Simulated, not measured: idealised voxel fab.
process module | voxel wiring stack
cross-section cut | 220 nm wide | cells 5 nm
A cross-section is a grid of square cells, given in bands from the top down. A band is one or more rows of cells.
Each band's line starts with the height of the band's top and of its bottom, in nm. Then come its materials from left to right, each with its width in nm. One material with "throughout" fills the band from edge to edge. "air" is empty space.
Height 0 is the level under which the wafer as received is all one material. The lowest band goes on downwards, as in "0 down".
A width such as "30 to 40" changes by the same amount from each row of cells to the next, from the band's top row to its bottom row.
"no change" after a step means that no cell of the cross-section changed.
closed voids: empty space of 8 cells or more with no open way to the top, each as width x height at its distance from the left edge, in nm
after a step's settings: what the simulator itself notes on the step
overlay nm, on a step with a mask: how far to the right of its planned place the mask lay; to the left if negative
plan
1 op RECEIVE | material Si
2 op CONFORMAL_DEP | material SiO2 | thk nm 10
3 op CONFORMAL_DEP | material SiN | thk nm 5
4 op DIRECTIONAL_DEP | material lowk | thk nm 15
5 op MASKED_ETCH | tone open | mask id METAL_1 | width nm 20 | pitch nm 50 | etch materials lowk | depth nm 15 | overlay nm 0
6 op MASKED_ETCH | tone open | mask id METAL_1 | width nm 20 | pitch nm 50 | etch materials SiN | depth nm 5 | overlay nm 0
7 op CONFORMAL_DEP | material TiN | thk nm 5
8 op FILL_DEP | material Cu | thk nm 5
9 op CMP | height nm 30
10 op CONFORMAL_DEP | material SiCN | thk nm 5
11 op DIRECTIONAL_DEP | material SiO2 | thk nm 10
12 op MASKED_ETCH | tone open | mask id PLUG_1 | width nm 15 | pitch nm 50 | etch materials SiO2 | depth nm 10 | overlay nm 0
13 op MASKED_ETCH | tone open | mask id PLUG_1 | width nm 15 | pitch nm 50 | etch materials SiCN | depth nm 5 | overlay nm 0
14 op EPI | material Ru | thk nm 10
15 op EPI | material Ru | thk nm 5
16 op DIRECTIONAL_DEP | material TiN | thk nm 5
17 op DIRECTIONAL_DEP | material Ru | thk nm 20
18 op DIRECTIONAL_DEP | material aC | thk nm 15
19 op PATTERN | tone cover | mask id METAL_2 | material resist | width nm 20 | pitch nm 50 | thk nm 30 | overlay nm 0
20 op DIRECTIONAL_ETCH | etch materials aC | depth nm 15
21 op STRIP | etch materials resist
22 op DIRECTIONAL_ETCH | etch materials Ru | depth nm 20
23 op DIRECTIONAL_ETCH | etch materials TiN | depth nm 5
24 op STRIP | etch materials aC
25 op CONFORMAL_DEP | material SiN | thk nm 5
26 op FILL_DEP | material lowk | thk nm 10
27 op CMP | height nm 70
28 op CONFORMAL_DEP | material SiCN | thk nm 5
29 op DIRECTIONAL_DEP | material SiO2 | thk nm 10
30 op PATTERN | tone open | mask id PLUG_2 | material resist | width nm 15 | pitch nm 50 | thk nm 15 | overlay nm 0
31 op DIRECTIONAL_ETCH | etch materials SiO2 | depth nm 10
32 op DIRECTIONAL_ETCH | etch materials SiCN | depth nm 5
33 op STRIP | etch materials resist
34 op EPI | material Ru | thk nm 10
35 op EPI | material Ru | thk nm 5
36 op CONFORMAL_DEP | material SiN | thk nm 5
37 op DIRECTIONAL_DEP | material SiO2 | thk nm 25
38 op PATTERN | tone open | mask id METAL_3 | material resist | width nm 20 | pitch nm 50 | thk nm 15 | overlay nm 0
39 op DIRECTIONAL_ETCH | etch materials SiO2 | depth nm 25
40 op DIRECTIONAL_ETCH | etch materials SiN | depth nm 5
41 op STRIP | etch materials resist
42 op CONFORMAL_DEP | material TiN | thk nm 5
43 op FILL_DEP | material Ru | thk nm 5
44 op CMP | height nm 115
45 op CONFORMAL_DEP | material SiCN | thk nm 5
as received, after step 1
  0 down: Si throughout
  closed voids: none
a wafer at the end: this start, this plan, one mistake
  120 to 115: SiCN throughout
  115 to 100: SiO2 75 | TiN 5 | Ru 10 | TiN 5 | SiO2 30 | TiN 5 | Ru 10 | TiN 5 | SiO2 75
  100 to 95: SiO2 60 | SiN 15 | TiN 20 | SiN 10 | SiO2 5 | SiN 15 | TiN 20 | SiN 10 | SiO2 65
  95 to 90: SiO2 60 | SiN 5 | Ru 35 | SiN 5 | SiO2 5 | SiN 5 | Ru 35 | SiN 5 | SiO2 65
  90 to 85: SiN 65 | Ru 35 | SiN 15 | Ru 35 | SiN 70
  85 to 75: SiO2 75 | Ru 15 | SiO2 35 | Ru 15 | SiO2 80
  75 to 70: SiCN 75 | Ru 15 | SiCN 35 | Ru 15 | SiCN 80
  70 to 50: lowk 70 | SiN 5 | Ru 20 | SiN 5 | lowk 20 | SiN 5 | Ru 20 | SiN 5 | lowk 70
  50 to 45: SiN 75 | TiN 20 | SiN 30 | TiN 20 | SiN 75
  45 to 35: SiO2 75 | Ru 15 | SiO2 35 | Ru 15 | SiO2 80
  35 to 30: SiCN 75 | Ru 15 | SiCN 35 | Ru 15 | SiCN 80
  30 to 15: lowk 75 | TiN 5 | Cu 10 | TiN 5 | lowk 30 | TiN 5 | Cu 10 | TiN 5 | lowk 75
  15 to 10: SiN 75 | TiN 20 | SiN 30 | TiN 20 | SiN 75
  10 to 0: SiO2 throughout
  0 down: Si throughout
  closed voids: none
what went wrong: step 34 was run twice
